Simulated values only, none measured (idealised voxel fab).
You're looking at the process module voxel released beams.
Displayed cross-section: cut, width of 285 nm, square cells sized 5 nm.
Reading order for cross-sections: top band down to bottom band. Underlying form: a grid of square cells. Band size: one or more rows of cells.
Per band: top height and bottom height in nm, followed by the left-to-right materials and their widths in nm; "edge to edge" marks a single material spanning edge to edge, "air" marks empty space.
Basically, 0 is our baseline, since under it the wafer straight out of the box is all one material. The bottom band has no lower end and keeps on going down, so it looks like "0 -> down".
So if you see something like "30->40" for the width, read it as the top row of the band sitting at the first number and the bottom row at the second, with every row in between moving by the same amount as the last.
"remained the same", as given for a step, is the statement that not any cell of the cross-section underwent a change during that step.
Entry "Voids, enclosed" = empty spaces >= 8 cells with no open way to the top; each as width x height at distance, distance from left edge, all nm.
On each step's line, the part that comes after the settings is the simulator's own comment on the step.
overlay nm: where the mask lay relative to plan, measured to the right, on steps with a mask; negatives go left.

[Process steps foreseen in the plan]
| 1 | RECEIVE: material Si |
| 2 | CONFORMAL_DEP: material SiN, thk nm 5 |
| 3 | DIRECTIONAL_DEP: material SiO2, thk nm 10 |
| 4 | PATTERN: tone open, mask id ANCHOR, material resist, width nm 35, thk nm 15, overlay nm 0 |
| 5 | DIRECTIONAL_ETCH: etch materials SiO2, depth nm 10 |
| 6 | STRIP: etch materials resist |
| 7 | CONFORMAL_DEP: material polySi, thk nm 15 |
| 8 | DIRECTIONAL_DEP: material aC, thk nm 10 |
| 9 | PATTERN: tone cover, mask id BEAM, material resist, width nm 115, thk nm 25, overlay nm 0 |
| 10 | DIRECTIONAL_ETCH: etch materials aC, depth nm 10 |
| 11 | STRIP: etch materials resist |
| 12 | DIRECTIONAL_ETCH: etch materials polySi, depth nm 15 |
| 13 | STRIP: etch materials aC |
| 14 | STRIP: etch materials SiO2 |

[The first wafer of two, processed as planned]

[Cross-section of the wafer as it came to us, i.e., already through step 1]
	0 -> down = Si edge to edge
	Voids, enclosed: none

[So this is the wafer cross-section right after step 2]
	5 -> 0 = SiN edge to edge
	Under the height 0 nothing was changed.

[So this is the wafer cross-section right after step 3]
	15 -> 5 = SiO2 edge to edge
	Under the height 5 nothing was changed.

[So this is the wafer cross-section right after step 4]
	30 -> 15 = 85 of resist; 35 of air; 165 of resist
	Under the height 15 nothing was changed.

[So this is the wafer cross-section right after step 5]
	30 -> 15 = 85 of resist; 35 of air; 165 of resist
	15 -> 5 = 85 of SiO2; 35 of air; 165 of SiO2
	Under the height 5 nothing was changed.

[So this is the wafer cross-section right after step 6]
	15 -> 5 = 85 of SiO2; 35 of air; 165 of SiO2
	Under the height 5 nothing was changed.

[So this is the wafer cross-section right after step 7]
	30 -> 20 = 100 of polySi; 5 of air; 180 of polySi
	20 -> 15 = polySi edge to edge
	15 -> 5 = 85 of SiO2; 35 of polySi; 165 of SiO2
	Under the height 5 nothing was changed.

[So this is the wafer cross-section right after step 8]
	40 -> 30 = 100 of aC; 5 of air; 180 of aC
	30 -> 20 = 100 of polySi; 5 of aC; 180 of polySi
	Under the height 20 nothing was changed.

[So this is the wafer cross-section right after step 9]
	65 -> 40 = 80 of air; 115 of resist; 90 of air
	40 -> 30 = 100 of aC; 5 of resist; 180 of aC
	Under the height 30 nothing was changed.

[So this is the wafer cross-section right after step 10]
	55 -> 40 = 80 of air; 115 of resist; 90 of air
	40 -> 30 = 80 of air; 20 of aC; 5 of resist; 90 of aC; 90 of air
	Under the height 30 nothing was changed.

[So this is the wafer cross-section right after step 11]
	40 -> 30 = 80 of air; 20 of aC; 5 of air; 90 of aC; 90 of air
	Under the height 30 nothing was changed.

[So this is the wafer cross-section right after step 12]
	40 -> 30 = 80 of air; 20 of aC; 5 of air; 90 of aC; 90 of air
	30 -> 20 = 80 of air; 20 of polySi; 5 of aC; 90 of polySi; 90 of air
	20 -> 15 = 80 of air; 115 of polySi; 90 of air
	Under the height 15 nothing was changed.

[So this is the wafer cross-section right after step 13]
	30 -> 20 = 80 of air; 20 of polySi; 5 of air; 90 of polySi; 90 of air
	Under the height 20 nothing was changed.

[So this is the wafer cross-section right after step 14]
	30 -> 20 = 80 of air; 20 of polySi; 5 of air; 90 of polySi; 90 of air
	20 -> 15 = 80 of air; 115 of polySi; 90 of air
	15 -> 5 = 85 of air; 35 of polySi; 165 of air
	Under the height 5 nothing was changed.

[What follows concerns the second wafer, which started out like the first and was meant to follow the very same plan; one mistake crept in when it was run, but everything up to and including step 1 is the same as for the first wafer]

[Second wafer shown in cross-section at the time step 2 was slated to end]
	15 -> 0 = SiN edge to edge
	Under the height 0 nothing was changed.

[Second wafer shown in cross-section at the time step 3 was slated to end]
	25 -> 15 = SiO2 edge to edge
	Under the height 15 nothing was changed.

[Second wafer shown in cross-section at the time step 4 was slated to end]
	40 -> 25 = 85 of resist; 35 of air; 165 of resist
	Under the height 25 nothing was changed.

[Second wafer shown in cross-section at the time step 5 was slated to end]
	40 -> 25 = 85 of resist; 35 of air; 165 of resist
	25 -> 15 = 85 of SiO2; 35 of air; 165 of SiO2
	Under the height 15 nothing was changed.

[Second wafer shown in cross-section at the time step 6 was slated to end]
	25 -> 15 = 85 of SiO2; 35 of air; 165 of SiO2
	Under the height 15 nothing was changed.

[Second wafer shown in cross-section at the time step 7 was slated to end]
	40 -> 30 = 100 of polySi; 5 of air; 180 of polySi
	30 -> 25 = polySi edge to edge
	25 -> 15 = 85 of SiO2; 35 of polySi; 165 of SiO2
	Under the height 15 nothing was changed.

[Second wafer shown in cross-section at the time step 8 was slated to end]
	50 -> 40 = 100 of aC; 5 of air; 180 of aC
	40 -> 30 = 100 of polySi; 5 of aC; 180 of polySi
	Under the height 30 nothing was changed.

[Second wafer shown in cross-section at the time step 9 was slated to end]
	75 -> 50 = 80 of air; 115 of resist; 90 of air
	50 -> 40 = 100 of aC; 5 of resist; 180 of aC
	Under the height 40 nothing was changed.

[Second wafer shown in cross-section at the time step 10 was slated to end]
	65 -> 50 = 80 of air; 115 of resist; 90 of air
	50 -> 40 = 80 of air; 20 of aC; 5 of resist; 90 of aC; 90 of air
	Under the height 40 nothing was changed.

[Second wafer shown in cross-section at the time step 11 was slated to end]
	50 -> 40 = 80 of air; 20 of aC; 5 of air; 90 of aC; 90 of air
	Under the height 40 nothing was changed.

[Second wafer shown in cross-section at the time step 12 was slated to end]
	50 -> 40 = 80 of air; 20 of aC; 5 of air; 90 of aC; 90 of air
	40 -> 30 = 80 of air; 20 of polySi; 5 of aC; 90 of polySi; 90 of air
	30 -> 25 = 80 of air; 115 of polySi; 90 of air
	Under the height 25 nothing was changed.

[Second wafer shown in cross-section at the time step 13 was slated to end]
	40 -> 30 = 80 of air; 20 of polySi; 5 of air; 90 of polySi; 90 of air
	Under the height 30 nothing was changed.

[Second wafer shown in cross-section at the time step 14 was slated to end]
	40 -> 30 = 80 of air; 20 of polySi; 5 of air; 90 of polySi; 90 of air
	30 -> 25 = 80 of air; 115 of polySi; 90 of air
	25 -> 15 = 85 of air; 35 of polySi; 165 of air
	Under the height 15 nothing was changed.
Where did the run depart from the plan? off-plan run, step 2, actual operation and settings CONFORMAL_DEP: material SiN, thk nm 15
The final cell counts differ between the wafers, with the second having more or fewer of some materials than the first: SiN: 114 more
